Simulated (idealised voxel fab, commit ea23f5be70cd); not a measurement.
process module | voxel ribs on slabs
cross-section cut | 170 nm wide | cells 5 nm
A cross-section is a grid of square cells, given in bands from the top down. A band is one or more rows of cells.
Each band's line starts with the height of the band's top and of its bottom, in nm. Then come its materials from left to right, each with its width in nm. One material with "throughout" fills the band from edge to edge. "air" is empty space.
Height 0 is the level under which the wafer as received is all one material. The lowest band goes on downwards, as in "0 down".
A width such as "30 to 40" changes by the same amount from each row of cells to the next, from the band's top row to its bottom row.
"no change" after a step means that no cell of the cross-section changed.
closed voids: empty space of 8 cells or more with no open way to the top, each as width x height at its distance from the left edge, in nm
after a step's settings: what the simulator itself notes on the step
overlay nm, on a step with a mask: how far to the right of its planned place the mask lay; to the left if negative
plan
1 op RECEIVE | material Si
2 op DIRECTIONAL_DEP | material SiO2 | thk nm 30
3 op DIRECTIONAL_DEP | material SiN | thk nm 15
4 op PATTERN | tone cover | mask id RIB | material resist | width nm 20 | thk nm 15 | overlay nm 0
5 op DIRECTIONAL_ETCH | etch materials SiN | depth nm 10
6 op STRIP | etch materials resist
7 op DIRECTIONAL_DEP | material aC | thk nm 15
8 op PATTERN | tone cover | mask id SLAB | material resist | width nm 70 | thk nm 35 | overlay nm 0
9 op DIRECTIONAL_ETCH | etch materials aC | depth nm 15
10 op STRIP | etch materials resist
11 op DIRECTIONAL_ETCH | etch materials SiN | depth nm 5
12 op STRIP | etch materials aC
13 op FILL_DEP | material SiO2 | thk nm 20
14 op CMP | height nm 55
15 op DIRECTIONAL_DEP | material W | thk nm 10
16 op DIRECTIONAL_DEP | material aC | thk nm 10
17 op PATTERN | tone cover | mask id HEATER | material resist | width nm 30 | thk nm 25 | overlay nm 0
18 op DIRECTIONAL_ETCH | etch materials aC | depth nm 10
19 op STRIP | etch materials resist
20 op DIRECTIONAL_ETCH | etch materials W | depth nm 10
21 op STRIP | etch materials aC
22 op CONFORMAL_DEP | material SiN | thk nm 5
as received, after step 1
  0 down: Si throughout
  closed voids: none
first wafer at the end, as planned
  70 to 65: air 65 | SiN 40 | air 65
  65 to 60: air 65 | SiN 5 | W 30 | SiN 5 | air 65
  60 to 55: SiN 70 | W 30 | SiN 70
  55 to 45: SiO2 throughout
  45 to 35: SiO2 75 | SiN 20 | SiO2 75
  35 to 30: SiO2 50 | SiN 70 | SiO2 50
  30 to 0: SiO2 throughout
  0 down: Si throughout
  closed voids: none
second wafer at the end: like start, like plan, one mistake
  70 to 65: air 65 | SiN 40 | air 65
  65 to 60: air 65 | SiN 5 | W 30 | SiN 5 | air 65
  60 to 55: SiN 70 | W 30 | SiN 70
  55 to 40: SiO2 throughout
  40 to 35: SiO2 75 | SiN 20 | SiO2 75
  35 to 30: SiN 50 | SiO2 25 | SiN 20 | SiO2 25 | SiN 50
  30 to 0: SiO2 throughout
  0 down: Si throughout
  closed voids: none
what went wrong: step 8 ran as: op PATTERN | tone open | mask id SLAB | material resist | width nm 70 | thk nm 35 | overlay nm 0
at the end the second wafer has, in cells: 6 more of SiN | 6 fewer of SiO2
